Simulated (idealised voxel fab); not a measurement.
process module | voxel transistor to metal
cross-section cut | 300 nm wide | cells 5 nm
A cross-section is a grid of square cells, given in bands from the top down. A band is one or more rows of cells.
Each band's line starts with the height of the band's top and of its bottom, in nm. Then come its materials from left to right, each with its width in nm. One material with "throughout" fills the band from edge to edge. "air" is empty space.
Height 0 is the level under which the wafer as received is all one material. The lowest band goes on downwards, as in "0 down".
A width such as "30 to 40" changes by the same amount from each row of cells to the next, from the band's top row to its bottom row.
"no change" after a step means that no cell of the cross-section changed.
closed voids: empty space of 8 cells or more with no open way to the top, each as width x height at its distance from the left edge, in nm
after a step's settings: what the simulator itself notes on the step
overlay nm, on a step with a mask: how far to the right of its planned place the mask lay; to the left if negative
plan
1 op RECEIVE | material Si
2 op OXIDIZE | depth nm 5
3 op CONFORMAL_DEP | material SiN | thk nm 10
4 op PATTERN | tone cover | mask id ACTIVE | material resist | width nm 110 | pitch nm 140 | thk nm 20 | overlay nm 0
5 op DIRECTIONAL_ETCH | etch materials SiN | depth nm 10
6 op DIRECTIONAL_ETCH | etch materials SiO2 | depth nm 5
7 op DIRECTIONAL_ETCH | etch materials Si | depth nm 20
8 op STRIP | etch materials resist
9 op FILL_DEP | material SiO2 | thk nm 10
10 op CMP | height nm 10
11 op SELECTIVE_ETCH | etch materials SiO2 | depth nm 5
12 op STRIP | etch materials SiN
13 op SELECTIVE_ETCH | etch materials SiO2 | depth nm 5
14 op OXIDIZE | depth nm 5
15 op DIRECTIONAL_DEP | material polySi | thk nm 25
16 op DIRECTIONAL_DEP | material SiCN | thk nm 10
17 op MASKED_ETCH | tone cover | mask id GATE | width nm 20 | pitch nm 140 | etch materials SiCN | depth nm 20 | overlay nm 0
18 op MASKED_ETCH | tone cover | mask id GATE | width nm 20 | pitch nm 140 | etch materials polySi | depth nm 35 | overlay nm 0
19 op CONFORMAL_DEP | material SiN | thk nm 5
20 op DIRECTIONAL_ETCH | etch materials SiN | depth nm 5
21 op DIRECTIONAL_ETCH | etch materials SiO2 | depth nm 5
22 op DIRECTIONAL_ETCH | etch materials Si | depth nm 15
23 op EPI | material SiGe | thk nm 15
24 op FILL_DEP | material SiO2 | thk nm 5
25 op CMP | height nm 30
26 op DIRECTIONAL_DEP | material SiO2 | thk nm 15
27 op MASKED_ETCH | tone open | mask id CONTACT | width nm 35 | etch materials SiO2 | depth nm 55 | overlay nm 0
28 op CONFORMAL_DEP | material TiN | thk nm 5
29 op FILL_DEP | material W | thk nm 5
30 op CMP | height nm 45
31 op CONFORMAL_DEP | material SiN | thk nm 5
32 op DIRECTIONAL_DEP | material lowk | thk nm 25
33 op MASKED_ETCH | tone open | mask id METAL_1 | width nm 20 | etch materials lowk | depth nm 25 | overlay nm 0
34 op MASKED_ETCH | tone open | mask id METAL_1 | width nm 20 | etch materials SiN | depth nm 5 | overlay nm 0
35 op CONFORMAL_DEP | material TiN | thk nm 5
36 op FILL_DEP | material Ru | thk nm 5
37 op CMP | height nm 75
38 op EPI | material Ru | thk nm 5
39 op FILL_DEP | material SiCN | thk nm 5
40 op DIRECTIONAL_DEP | material SiO2 | thk nm 35
41 op DIRECTIONAL_DEP | material aC | thk nm 10
42 op PATTERN | tone open | mask id METAL_2 | material resist | width nm 20 | pitch nm 140 | thk nm 30 | overlay nm 0
43 op DIRECTIONAL_ETCH | etch materials aC | depth nm 10
44 op STRIP | etch materials resist
45 op DIRECTIONAL_ETCH | etch materials SiO2 | depth nm 20
46 op STRIP | etch materials aC
47 op PATTERN | tone open | mask id METAL_2_HOLES | material resist | width nm 15 | pitch nm 140 | thk nm 20 | overlay nm 0
48 op DIRECTIONAL_ETCH | etch materials SiO2 | depth nm 15
49 op DIRECTIONAL_ETCH | etch materials SiCN | depth nm 5
50 op STRIP | etch materials resist
51 op CONFORMAL_DEP | material TiN | thk nm 5
52 op FILL_DEP | material Ru | thk nm 5
53 op CMP | height nm 120
54 op CONFORMAL_DEP | material SiCN | thk nm 5
varied across the wafers: thk nm of step 28. The plan shows the first wafer's value. All wafers start alike
first wafer as received, after step 1
  0 down: Si throughout
  closed voids: none
each wafer at the end: cells of each material gained (+) or lost (-) since it was received, then its closed voids
thk nm 5 | +84 Ru | -264 Si | +166 SiCN | +132 SiGe | +76 SiN | +682 SiO2 | +200 TiN | +164 W | +220 lowk | +40 polySi | closed voids: none
thk nm 10 | +84 Ru | -264 Si | +166 SiCN | +132 SiGe | +76 SiN | +682 SiO2 | +292 TiN | +72 W | +220 lowk | +40 polySi | closed voids: none
thk nm 15 | +84 Ru | -264 Si | +166 SiCN | +132 SiGe | +76 SiN | +682 SiO2 | +344 TiN | +20 W | +220 lowk | +40 polySi | closed voids: none
thk nm 20 | +84 Ru | -264 Si | +166 SiCN | +132 SiGe | +76 SiN | +682 SiO2 | +364 TiN | +220 lowk | +40 polySi | closed voids: none
